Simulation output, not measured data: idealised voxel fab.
Documented hereafter: the process module known as voxel ribs on slabs.
The width of the displayed cross-section, cut, is 215 nm; its cells are square, with a size of 5 nm.
A cross-section is written here as square cells arranged in a grid, and it is given in bands from the top down, each band taking up one or more rows of cells. Band: top height; bottom height; in nm. Then, left to right: material with width in nm, for each material. "throughout": a single material spanning edge to edge. "blank": empty space. Where do heights start? At 0: under that level the wafer as delivered is made of one material only. And the lowest band has no floor; it just carries on downward, as in "0 -> down". Read "30 to 40" as a graded width: first number on top, second number at the bottom, same change between each pair of neighbouring rows. Take "nothing got changed" at face value: in the step it is given for, the cross-section changed in none of its cells. Basically, "Voids, sealed" tells you about the enclosed voids: empty spaces with no open way to the top, 8 cells or bigger, each written width x height at distance, where distance is from the left edge, all in nm. Note: text after step settings on the step line = simulator remark on that step. overlay nm: step with mask; distance mask lay right of planned place; negative value = left of planned place.
SO HERE'S THE LINEUP OF PROCESS STEPS WE PLANNED
1,RECEIVE: material Si
2,DIRECTIONAL_DEP: material SiO2, thk nm 30
3,DIRECTIONAL_DEP: material polySi, thk nm 15
4,PATTERN: tone cover, mask id RIB, material resist, width nm 20, thk nm 15, overlay nm 0
5,DIRECTIONAL_ETCH: etch materials polySi, depth nm 10
6,STRIP: etch materials resist
7,DIRECTIONAL_DEP: material aC, thk nm 10
8,PATTERN: tone cover, mask id SLAB, material resist, width nm 70, thk nm 30, overlay nm 0
9,DIRECTIONAL_ETCH: etch materials aC, depth nm 10
10,STRIP: etch materials resist
11,DIRECTIONAL_ETCH: etch materials polySi, depth nm 5
12,STRIP: etch materials aC
13,FILL_DEP: material SiO2, thk nm 20
14,CMP: height nm 55
15,DIRECTIONAL_DEP: material TiN, thk nm 5
16,DIRECTIONAL_DEP: material aC, thk nm 10
17,PATTERN: tone cover, mask id HEATER, material resist, width nm 30, thk nm 30, overlay nm 0
18,DIRECTIONAL_ETCH: etch materials aC, depth nm 10
19,STRIP: etch materials resist
20,DIRECTIONAL_ETCH: etch materials TiN, depth nm 5
21,STRIP: etch materials aC
22,CONFORMAL_DEP: material SiO2, thk nm 5
THE FIRST OF TWO WAFERS, RUN AS PLANNED
AS RECEIVED, AFTER STEP 1
	0 -> down | Si throughout
	Voids, sealed: none
WAFER AFTER STEP 2 (CROSS-SECTION)
	30 -> 0 | SiO2 throughout
	Whatever lies below 0 is exactly as it was before.
WAFER AFTER STEP 3 (CROSS-SECTION)
	45 -> 30 | polySi throughout
	Whatever lies below 30 is exactly as it was before.
WAFER AFTER STEP 4 (CROSS-SECTION)
	60 -> 45 | 95 nm blank, 20 nm resist, 100 nm blank
	Whatever lies below 45 is exactly as it was before.
WAFER AFTER STEP 5 (CROSS-SECTION)
	60 -> 45 | 95 nm blank, 20 nm resist, 100 nm blank
	45 -> 35 | 95 nm blank, 20 nm polySi, 100 nm blank
	Whatever lies below 35 is exactly as it was before.
WAFER AFTER STEP 6 (CROSS-SECTION)
	45 -> 35 | 95 nm blank, 20 nm polySi, 100 nm blank
	Whatever lies below 35 is exactly as it was before.
WAFER AFTER STEP 7 (CROSS-SECTION)
	55 -> 45 | 95 nm blank, 20 nm aC, 100 nm blank
	45 -> 35 | 95 nm aC, 20 nm polySi, 100 nm aC
	Whatever lies below 35 is exactly as it was before.
WAFER AFTER STEP 8 (CROSS-SECTION)
	85 -> 55 | 70 nm blank, 70 nm resist, 75 nm blank
	55 -> 45 | 70 nm blank, 25 nm resist, 20 nm aC, 25 nm resist, 75 nm blank
	Whatever lies below 45 is exactly as it was before.
WAFER AFTER STEP 9 (CROSS-SECTION)
	75 -> 55 | 70 nm blank, 70 nm resist, 75 nm blank
	55 -> 45 | 70 nm blank, 25 nm resist, 20 nm aC, 25 nm resist, 75 nm blank
	45 -> 35 | 70 nm blank, 25 nm aC, 20 nm polySi, 25 nm aC, 75 nm blank
	Whatever lies below 35 is exactly as it was before.
WAFER AFTER STEP 10 (CROSS-SECTION)
	55 -> 45 | 95 nm blank, 20 nm aC, 100 nm blank
	Whatever lies below 45 is exactly as it was before.
WAFER AFTER STEP 11 (CROSS-SECTION)
	55 -> 45 | 95 nm blank, 20 nm aC, 100 nm blank
	45 -> 35 | 70 nm blank, 25 nm aC, 20 nm polySi, 25 nm aC, 75 nm blank
	35 -> 30 | 70 nm blank, 70 nm polySi, 75 nm blank
	Whatever lies below 30 is exactly as it was before.
WAFER AFTER STEP 12 (CROSS-SECTION)
	45 -> 35 | 95 nm blank, 20 nm polySi, 100 nm blank
	Whatever lies below 35 is exactly as it was before.
WAFER AFTER STEP 13 (CROSS-SECTION)
	65 -> 45 | SiO2 throughout
	45 -> 35 | 95 nm SiO2, 20 nm polySi, 100 nm SiO2
	35 -> 30 | 70 nm SiO2, 70 nm polySi, 75 nm SiO2
	Whatever lies below 30 is exactly as it was before.
WAFER AFTER STEP 14 (CROSS-SECTION)
	55 -> 45 | SiO2 throughout
	Whatever lies below 45 is exactly as it was before.
WAFER AFTER STEP 15 (CROSS-SECTION)
	60 -> 55 | TiN throughout
	Whatever lies below 55 is exactly as it was before.
WAFER AFTER STEP 16 (CROSS-SECTION)
	70 -> 60 | aC throughout
	Whatever lies below 60 is exactly as it was before.
WAFER AFTER STEP 17 (CROSS-SECTION)
	100 -> 70 | 90 nm blank, 30 nm resist, 95 nm blank
	Whatever lies below 70 is exactly as it was before.
WAFER AFTER STEP 18 (CROSS-SECTION)
	90 -> 70 | 90 nm blank, 30 nm resist, 95 nm blank
	70 -> 60 | 90 nm blank, 30 nm aC, 95 nm blank
	Whatever lies below 60 is exactly as it was before.
WAFER AFTER STEP 19 (CROSS-SECTION)
	70 -> 60 | 90 nm blank, 30 nm aC, 95 nm blank
	Whatever lies below 60 is exactly as it was before.
WAFER AFTER STEP 20 (CROSS-SECTION)
	70 -> 60 | 90 nm blank, 30 nm aC, 95 nm blank
	60 -> 55 | 90 nm blank, 30 nm TiN, 95 nm blank
	Whatever lies below 55 is exactly as it was before.
WAFER AFTER STEP 21 (CROSS-SECTION)
	60 -> 55 | 90 nm blank, 30 nm TiN, 95 nm blank
	Whatever lies below 55 is exactly as it was before.
WAFER AFTER STEP 22 (CROSS-SECTION)
	65 -> 60 | 85 nm blank, 40 nm SiO2, 90 nm blank
	60 -> 55 | 90 nm SiO2, 30 nm TiN, 95 nm SiO2
	Whatever lies below 55 is exactly as it was before.
THE REMAINING WAFER, SECOND OF THE TWO, STARTED LIKE THE FIRST AND WAS RUN TO THE SAME PLAN, EXCEPT THAT ONE MISTAKE WAS MADE ALONG THE WAY; THE TWO COINCIDE THROUGH STEP 3, INCLUSIVE
SECOND WAFER, SECTIONED VIEW, AT STEP 4'S PLANNED END TIME
	60 -> 45 | 95 nm resist, 20 nm blank, 100 nm resist
	Whatever lies below 45 is exactly as it was before.
SECOND WAFER, SECTIONED VIEW, AT STEP 5'S PLANNED END TIME
	60 -> 45 | 95 nm resist, 20 nm blank, 100 nm resist
	45 -> 35 | 95 nm polySi, 20 nm blank, 100 nm polySi
	Whatever lies below 35 is exactly as it was before.
SECOND WAFER, SECTIONED VIEW, AT STEP 6'S PLANNED END TIME
	45 -> 35 | 95 nm polySi, 20 nm blank, 100 nm polySi
	Whatever lies below 35 is exactly as it was before.
SECOND WAFER, SECTIONED VIEW, AT STEP 7'S PLANNED END TIME
	55 -> 45 | 95 nm aC, 20 nm blank, 100 nm aC
	45 -> 35 | 95 nm polySi, 20 nm aC, 100 nm polySi
	Whatever lies below 35 is exactly as it was before.
SECOND WAFER, SECTIONED VIEW, AT STEP 8'S PLANNED END TIME
	85 -> 55 | 70 nm blank, 70 nm resist, 75 nm blank
	55 -> 45 | 95 nm aC, 20 nm resist, 100 nm aC
	Whatever lies below 45 is exactly as it was before.
SECOND WAFER, SECTIONED VIEW, AT STEP 9'S PLANNED END TIME
	75 -> 55 | 70 nm blank, 70 nm resist, 75 nm blank
	55 -> 45 | 70 nm blank, 25 nm aC, 20 nm resist, 25 nm aC, 75 nm blank
	Whatever lies below 45 is exactly as it was before.
SECOND WAFER, SECTIONED VIEW, AT STEP 10'S PLANNED END TIME
	55 -> 45 | 70 nm blank, 25 nm aC, 20 nm blank, 25 nm aC, 75 nm blank
	Whatever lies below 45 is exactly as it was before.
SECOND WAFER, SECTIONED VIEW, AT STEP 11'S PLANNED END TIME
	55 -> 45 | 70 nm blank, 25 nm aC, 20 nm blank, 25 nm aC, 75 nm blank
	45 -> 40 | 70 nm blank, 25 nm polySi, 20 nm aC, 25 nm polySi, 75 nm blank
	Whatever lies below 40 is exactly as it was before.
SECOND WAFER, SECTIONED VIEW, AT STEP 12'S PLANNED END TIME
	45 -> 40 | 70 nm blank, 25 nm polySi, 20 nm blank, 25 nm polySi, 75 nm blank
	40 -> 35 | 95 nm polySi, 20 nm blank, 100 nm polySi
	Whatever lies below 35 is exactly as it was before.
SECOND WAFER, SECTIONED VIEW, AT STEP 13'S PLANNED END TIME
	65 -> 45 | SiO2 throughout
	45 -> 40 | 70 nm SiO2, 25 nm polySi, 20 nm SiO2, 25 nm polySi, 75 nm SiO2
	40 -> 35 | 95 nm polySi, 20 nm SiO2, 100 nm polySi
	Whatever lies below 35 is exactly as it was before.
SECOND WAFER, SECTIONED VIEW, AT STEP 14'S PLANNED END TIME
	55 -> 45 | SiO2 throughout
	Whatever lies below 45 is exactly as it was before.
SECOND WAFER, SECTIONED VIEW, AT STEP 15'S PLANNED END TIME
	60 -> 55 | TiN throughout
	Whatever lies below 55 is exactly as it was before.
SECOND WAFER, SECTIONED VIEW, AT STEP 16'S PLANNED END TIME
	70 -> 60 | aC throughout
	Whatever lies below 60 is exactly as it was before.
SECOND WAFER, SECTIONED VIEW, AT STEP 17'S PLANNED END TIME
	100 -> 70 | 90 nm blank, 30 nm resist, 95 nm blank
	Whatever lies below 70 is exactly as it was before.
SECOND WAFER, SECTIONED VIEW, AT STEP 18'S PLANNED END TIME
	90 -> 70 | 90 nm blank, 30 nm resist, 95 nm blank
	70 -> 60 | 90 nm blank, 30 nm aC, 95 nm blank
	Whatever lies below 60 is exactly as it was before.
SECOND WAFER, SECTIONED VIEW, AT STEP 19'S PLANNED END TIME
	70 -> 60 | 90 nm blank, 30 nm aC, 95 nm blank
	Whatever lies below 60 is exactly as it was before.
SECOND WAFER, SECTIONED VIEW, AT STEP 20'S PLANNED END TIME
	70 -> 60 | 90 nm blank, 30 nm aC, 95 nm blank
	60 -> 55 | 90 nm blank, 30 nm TiN, 95 nm blank
	Whatever lies below 55 is exactly as it was before.
SECOND WAFER, SECTIONED VIEW, AT STEP 21'S PLANNED END TIME
	60 -> 55 | 90 nm blank, 30 nm TiN, 95 nm blank
	Whatever lies below 55 is exactly as it was before.
SECOND WAFER, SECTIONED VIEW, AT STEP 22'S PLANNED END TIME
	65 -> 60 | 85 nm blank, 40 nm SiO2, 90 nm blank
	60 -> 55 | 90 nm SiO2, 30 nm TiN, 95 nm SiO2
	Whatever lies below 55 is exactly as it was before.
Processing error: step 4 was not run as planned; what actually ran was PATTERN: tone open, mask id RIB, material resist, width nm 20, thk nm 15, overlay nm 0
The final cell counts differ between the wafers, with the second having more or fewer of some materials than the first: SiO2: 70 fewer; polySi: 70 more
